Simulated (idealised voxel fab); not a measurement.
process module | voxel transistor to metal
cross-section cut | 180 nm wide | cells 5 nm
A cross-section is a grid of square cells, given in bands from the top down. A band is one or more rows of cells.
Each band's line starts with the height of the band's top and of its bottom, in nm. Then come its materials from left to right, each with its width in nm. One material with "throughout" fills the band from edge to edge. "air" is empty space.
Height 0 is the level under which the wafer as received is all one material. The lowest band goes on downwards, as in "0 down".
A width such as "30 to 40" changes by the same amount from each row of cells to the next, from the band's top row to its bottom row.
"no change" after a step means that no cell of the cross-section changed.
closed voids: empty space of 8 cells or more with no open way to the top, each as width x height at its distance from the left edge, in nm
after a step's settings: what the simulator itself notes on the step
overlay nm, on a step with a mask: how far to the right of its planned place the mask lay; to the left if negative
plan
1 op RECEIVE | material Si
2 op OXIDIZE | depth nm 5
3 op CONFORMAL_DEP | material SiN | thk nm 10
4 op MASKED_ETCH | tone cover | mask id ACTIVE | width nm 125 | etch materials SiN | depth nm 10 | overlay nm 0
5 op MASKED_ETCH | tone cover | mask id ACTIVE | width nm 125 | etch materials SiO2 | depth nm 5 | overlay nm 0
6 op MASKED_ETCH | tone cover | mask id ACTIVE | width nm 125 | etch materials Si | depth nm 20 | overlay nm 0
7 op OXIDIZE | depth nm 5
8 op FILL_DEP | material SiO2 | thk nm 15
9 op CMP | height nm 10
10 op SELECTIVE_ETCH | etch materials SiO2 | depth nm 5
11 op STRIP | etch materials SiN
12 op SELECTIVE_ETCH | etch materials SiO2 | depth nm 5
13 op OXIDIZE | depth nm 5
14 op DIRECTIONAL_DEP | material polySi | thk nm 25
15 op DIRECTIONAL_DEP | material SiCN | thk nm 10
16 op MASKED_ETCH | tone cover | mask id GATE | width nm 35 | etch materials SiCN | depth nm 20 | overlay nm 0
17 op MASKED_ETCH | tone cover | mask id GATE | width nm 35 | etch materials polySi | depth nm 35 | overlay nm 0
18 op CONFORMAL_DEP | material SiO2 | thk nm 5
19 op DIRECTIONAL_ETCH | etch materials SiO2 | depth nm 5
20 op CONFORMAL_DEP | material SiN | thk nm 5
21 op DIRECTIONAL_ETCH | etch materials SiN | depth nm 5
22 op DIRECTIONAL_ETCH | etch materials SiO2 | depth nm 5
23 op DIRECTIONAL_ETCH | etch materials Si | depth nm 10
24 op EPI | material SiGe | thk nm 15
25 op FILL_DEP | material SiO2 | thk nm 10
26 op CMP | height nm 20
27 op STRIP | etch materials polySi
28 op SELECTIVE_ETCH | etch materials SiO2 | depth nm 5
29 op CONFORMAL_DEP | material HfO2 | thk nm 5
30 op CONFORMAL_DEP | material TiN | thk nm 5
31 op FILL_DEP | material W | thk nm 10
32 op CMP | height nm 15
33 op DIRECTIONAL_DEP | material SiO2 | thk nm 15
34 op MASKED_ETCH | tone open | mask id CONTACT | width nm 20 | pitch nm 85 | etch materials SiO2 | depth nm 35 | overlay nm 0
35 op CONFORMAL_DEP | material TiN | thk nm 5
36 op FILL_DEP | material Ru | thk nm 5
37 op CMP | height nm 30
38 op CONFORMAL_DEP | material SiN | thk nm 5
39 op DIRECTIONAL_DEP | material lowk | thk nm 15
40 op DIRECTIONAL_DEP | material aC | thk nm 15
41 op PATTERN | tone open | mask id METAL_1 | material resist | width nm 20 | pitch nm 85 | thk nm 35 | overlay nm 0
42 op DIRECTIONAL_ETCH | etch materials aC | depth nm 15
43 op STRIP | etch materials resist
44 op DIRECTIONAL_ETCH | etch materials lowk | depth nm 15
45 op DIRECTIONAL_ETCH | etch materials SiN | depth nm 5
46 op STRIP | etch materials aC
47 op CONFORMAL_DEP | material TiN | thk nm 5
48 op FILL_DEP | material Ru | thk nm 5
49 op CMP | height nm 50
50 op CONFORMAL_DEP | material SiCN | thk nm 5
as received, after step 1
  0 down: Si throughout
  closed voids: none
first wafer at the end, as planned
  55 to 50: SiCN throughout
  50 to 35: lowk 35 | TiN 5 | Ru 10 | TiN 5 | lowk 65 | TiN 5 | Ru 10 | TiN 5 | lowk 40
  35 to 30: SiN 35 | TiN 20 | SiN 65 | TiN 20 | SiN 40
  30 to 15: SiO2 35 | TiN 5 | Ru 10 | TiN 5 | SiO2 65 | TiN 5 | Ru 10 | TiN 5 | SiO2 40
  15 to 10: SiO2 35 | TiN 5 | Ru 10 | TiN 5 | SiO2 5 | SiN 5 | HfO2 5 | TiN 5 | W 25 | TiN 5 | HfO2 5 | SiN 5 | SiO2 5 | TiN 5 | Ru 10 | TiN 5 | SiO2 40
  10 to 5: SiO2 35 | TiN 20 | SiO2 5 | SiN 5 | HfO2 5 | TiN 5 | W 25 | TiN 5 | HfO2 5 | SiN 5 | SiO2 5 | TiN 20 | SiO2 40
  5 to 0: SiO2 35 | TiN 10 | SiGe 15 | SiN 5 | HfO2 5 | TiN 5 | W 25 | TiN 5 | HfO2 5 | SiN 5 | SiGe 15 | TiN 10 | SiO2 40
  0 to -5: SiO2 25 | SiN 5 | SiO2 5 | TiN 10 | SiGe 15 | SiN 5 | HfO2 5 | TiN 35 | HfO2 5 | SiN 5 | SiGe 15 | TiN 10 | SiO2 5 | SiN 5 | SiO2 30
  -5 to -10: SiO2 30 | SiGe 30 | SiO2 5 | HfO2 45 | SiO2 5 | SiGe 30 | SiO2 35
  -10 to -20: SiO2 30 | SiGe 30 | Si 55 | SiGe 30 | SiO2 35
  -20 to -30: SiO2 30 | Si 115 | SiO2 35
  -30 down: Si throughout
  closed voids: none
second wafer at the end: like start, like plan, one mistake
  55 to 50: SiCN throughout
  50 to 35: Ru throughout
  35 to 30: SiN throughout
  30 to 15: SiO2 35 | TiN 5 | Ru 10 | TiN 5 | SiO2 65 | TiN 5 | Ru 10 | TiN 5 | SiO2 40
  15 to 10: SiO2 35 | TiN 5 | Ru 10 | TiN 5 | SiO2 5 | SiN 5 | HfO2 5 | TiN 5 | W 25 | TiN 5 | HfO2 5 | SiN 5 | SiO2 5 | TiN 5 | Ru 10 | TiN 5 | SiO2 40
  10 to 5: SiO2 35 | TiN 20 | SiO2 5 | SiN 5 | HfO2 5 | TiN 5 | W 25 | TiN 5 | HfO2 5 | SiN 5 | SiO2 5 | TiN 20 | SiO2 40
  5 to 0: SiO2 35 | TiN 10 | SiGe 15 | SiN 5 | HfO2 5 | TiN 5 | W 25 | TiN 5 | HfO2 5 | SiN 5 | SiGe 15 | TiN 10 | SiO2 40
  0 to -5: SiO2 25 | SiN 5 | SiO2 5 | TiN 10 | SiGe 15 | SiN 5 | HfO2 5 | TiN 35 | HfO2 5 | SiN 5 | SiGe 15 | TiN 10 | SiO2 5 | SiN 5 | SiO2 30
  -5 to -10: SiO2 30 | SiGe 30 | SiO2 5 | HfO2 45 | SiO2 5 | SiGe 30 | SiO2 35
  -10 to -20: SiO2 30 | SiGe 30 | Si 55 | SiGe 30 | SiO2 35
  -20 to -30: SiO2 30 | Si 115 | SiO2 35
  -30 down: Si throughout
  closed voids: none
what went wrong: step 39 ran as: op DIRECTIONAL_DEP | material Ru | thk nm 15
at the end the second wafer has, in cells: 96 more of Ru | 8 more of SiN | 20 fewer of TiN | 84 fewer of lowk
